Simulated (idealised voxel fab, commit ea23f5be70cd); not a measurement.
Process module heading - voxel local oxidation
Each square cell in cross-section cut measures 5 nm, and the section as a whole is 260 nm wide.
Each cross-section below is a grid of square cells, stated as bands in top-down order, with one or more rows of cells making up each band. Within each band entry, the heights of the top and of the bottom of the band appear first, in that order and in nm; the materials of the band then follow from left to right, each with its corresponding width in nm. The designation "full width" on a single material indicates that it fills the band from edge to edge; the designation "blank" indicates empty space. Heights from 0 (as-received wafer is one material below). Bottom band endless downward, as "0 -> down". Note: "30->40" means the width goes from the first number (top row of the band) to the second number (bottom row) in equal steps per row of cells. Reading "same as before" for a step: not a cell of the cross-section changed in it. Under "Fully enclosed voids" you'll find the enclosed gaps, the ones with no way out to the top, that are 8 cells or bigger; each reads width x height at distance, with distance counted from the left edge, everything in nm. after a step's settings: what the simulator itself notes on the step. Each step line may optionally specify "overlay nm", which for a step with a mask gives the rightward distance between the mask's planned place and where it lay, a negative value indicating the leftward direction.
List of planned process steps
| 1 | RECEIVE,material Si |
| 2 | OXIDIZE,depth nm 5 |
| 3 | CONFORMAL_DEP,material SiN,thk nm 15 |
| 4 | PATTERN,tone cover,mask id ACTIVE,material resist,width nm 100,pitch nm 125,thk nm 20,overlay nm 0 |
| 5 | DIRECTIONAL_ETCH,etch materials SiN,depth nm 15 |
| 6 | STRIP,etch materials resist |
| 7 | SELECTIVE_ETCH,etch materials SiO2,depth nm 5 |
| 8 | OXIDIZE,depth nm 15 |
| 9 | STRIP,etch materials SiN |
The first of two wafers, run as planned
as received, after step 1
* 0 -> down  Si full width
* Fully enclosed voids: none
after step 2
* 0 -> -5  SiO2 full width
* Note: structure below -5 unchanged.
after step 3
* 15 -> 0  SiN full width
* Note: structure below 0 unchanged.
after step 4
* 35 -> 15  15 of blank, then 100 of resist, then 25 of blank, then 100 of resist, then 20 of blank
* Note: structure below 15 unchanged.
after step 5
* 35 -> 15  15 of blank, then 100 of resist, then 25 of blank, then 100 of resist, then 20 of blank
* 15 -> 0  15 of blank, then 100 of SiN, then 25 of blank, then 100 of SiN, then 20 of blank
* Note: structure below 0 unchanged.
after step 6
* 15 -> 0  15 of blank, then 100 of SiN, then 25 of blank, then 100 of SiN, then 20 of blank
* Note: structure below 0 unchanged.
after step 7
* 15 -> 0  15 of blank, then 100 of SiN, then 25 of blank, then 100 of SiN, then 20 of blank
* 0 -> -5  20 of blank, then 90 of SiO2, then 35 of blank, then 90 of SiO2, then 25 of blank
* Note: structure below -5 unchanged.
after step 8
* 15 -> 0  15 of blank, then 100 of SiN, then 25 of blank, then 100 of SiN, then 20 of blank
* 0 -> -5  20 of blank, then 90 of SiO2, then 35 of blank, then 90 of SiO2, then 25 of blank
* -5 -> -20  35 of SiO2, then 60 of Si, then 65 of SiO2, then 60 of Si, then 40 of SiO2
* Note: structure below -20 unchanged.
after step 9
* 0 -> -5  20 of blank, then 90 of SiO2, then 35 of blank, then 90 of SiO2, then 25 of blank
* Note: structure below -5 unchanged.
Wafer two: like wafer one in start and plan, but with one mistake in execution; identical up to and including step 3
Second wafer at the planned finish of step 4, seen in cross-section
* 35 -> 15  15 of resist, then 100 of blank, then 25 of resist, then 100 of blank, then 20 of resist
* Note: structure below 15 unchanged.
Second wafer at the planned finish of step 5, seen in cross-section
* 35 -> 15  15 of resist, then 100 of blank, then 25 of resist, then 100 of blank, then 20 of resist
* 15 -> 0  15 of SiN, then 100 of blank, then 25 of SiN, then 100 of blank, then 20 of SiN
* Note: structure below 0 unchanged.
Second wafer at the planned finish of step 6, seen in cross-section
* 15 -> 0  15 of SiN, then 100 of blank, then 25 of SiN, then 100 of blank, then 20 of SiN
* Note: structure below 0 unchanged.
Second wafer at the planned finish of step 7, seen in cross-section
* 15 -> 0  15 of SiN, then 100 of blank, then 25 of SiN, then 100 of blank, then 20 of SiN
* 0 -> -5  10 of SiO2, then 110 of blank, then 15 of SiO2, then 110 of blank, then 15 of SiO2
* Note: structure below -5 unchanged.
Second wafer at the planned finish of step 8, seen in cross-section
* 15 -> 0  15 of SiN, then 100 of blank, then 25 of SiN, then 100 of blank, then 20 of SiN
* 0 -> -5  10 of SiO2, then 110 of blank, then 15 of SiO2, then 110 of blank, then 15 of SiO2
* -5 -> -20  SiO2 full width
* Note: structure below -20 unchanged.
Second wafer at the planned finish of step 9, seen in cross-section
* 0 -> -5  10 of SiO2, then 110 of blank, then 15 of SiO2, then 110 of blank, then 15 of SiO2
* Note: structure below -5 unchanged.
So what did we get wrong on this run? the process deviated at step 4: the operation and settings actually run there were PATTERN,tone open,mask id ACTIVE,material resist,width nm 100,pitch nm 125,thk nm 20,overlay nm 0
Counted in cells at the end, the second wafer holds more or fewer of these materials than the first: Si: 72 fewer | SiO2: 44 more
